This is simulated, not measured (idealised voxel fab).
You're looking at the process module voxel air gaps.
The figure presents cross-section cut, which has a width of 285 nm and is divided into square cells with an edge length of 5 nm.
We lay out every cross-section as a grid of square cells and spell it out in bands from the top down, where one band means one or more rows of cells.
It is stipulated that each band's entry specify, in nanometres, the height of the top of the band and then that of its bottom, followed by the materials of the band in left-to-right sequence, each together with its width in nanometres. A single material marked by the word "all across" is understood to fill the band from edge to edge; the word "air" is understood to denote empty space.
A quick word on heights: they are counted from 0, and under that level the wafer as it came to us is one material throughout. The lowest band is different from the rest in having no bottom; it simply continues downward, written as in "0 down".
It should be noted that a width expressed as "30->40" varies in equal increments from row to row of cells within the band, taking the value of the first number at the top row and that of the second number at the bottom row.
The designation "everything unchanged", where it is given for a processing step, indicates that no cell of the cross-section was altered in the course of that step.
The label "Unvented internal voids" introduces a list of the empty spaces, 8 cells or larger, that have no open way up to the top; each entry in it reads width x height at distance, where the distance is taken from the left edge and all three are stated in nm.
after a step's settings: what the simulator itself notes on the step
overlay nm: where the mask lay relative to plan, measured to the right, on steps with a mask; negatives go left.
# So here's the lineup of process steps we planned
| 1 | RECEIVE,material Si |
| 2 | CONFORMAL_DEP,material SiO2,thk nm 10 |
| 3 | CONFORMAL_DEP,material SiCN,thk nm 5 |
| 4 | DIRECTIONAL_DEP,material SiO2,thk nm 40 |
| 5 | MASKED_ETCH,tone open,mask id LINES,width nm 25,pitch nm 50,etch materials SiO2,depth nm 40,overlay nm 0 |
| 6 | CONFORMAL_DEP,material TiN,thk nm 5 |
| 7 | FILL_DEP,material W,thk nm 10 |
| 8 | CMP,height nm 55 |
| 9 | EPI,material Ru,thk nm 10 |
| 10 | SELECTIVE_ETCH,etch materials SiO2,depth nm 50 |
| 11 | CONFORMAL_DEP,material SiCN,thk nm 5 |
# Cross-sectional view of the wafer in its as-received condition, corresponding to the state after step 1
0 down: Si all across
Unvented internal voids: none
# a wafer at the end: this start, this plan, one mistake
70 to 65: 65 of air; 155 of SiCN; 65 of air
65 to 55: 65 of air; 5 of SiCN; 45 of Ru; 5 of SiCN; 45 of Ru; 5 of SiCN; 45 of Ru; 5 of SiCN; 65 of air
55 to 50: 65 of air; 15 of SiCN; 5 of TiN; 15 of W; 5 of TiN; 25 of SiCN; 5 of TiN; 15 of W; 5 of TiN; 25 of SiCN; 5 of TiN; 15 of W; 5 of TiN; 15 of SiCN; 65 of air
50 to 25: 75 of air; 5 of SiCN; 5 of TiN; 15 of W; 5 of TiN; 5 of SiCN; 15 of air; 5 of SiCN; 5 of TiN; 15 of W; 5 of TiN; 5 of SiCN; 15 of air; 5 of SiCN; 5 of TiN; 15 of W; 5 of TiN; 5 of SiCN; 75 of air
25 to 20: 80 of SiCN; 25 of TiN; 25 of SiCN; 25 of TiN; 25 of SiCN; 25 of TiN; 80 of SiCN
20 to 15: SiCN all across
15 to 0: SiO2 all across
0 down: Si all across
Unvented internal voids: 15 x 25 at 110; 15 x 25 at 160
Against the plan, the run slipped here: step 2 went in with a setting other than planned; the actual run was CONFORMAL_DEP,material SiO2,thk nm 15
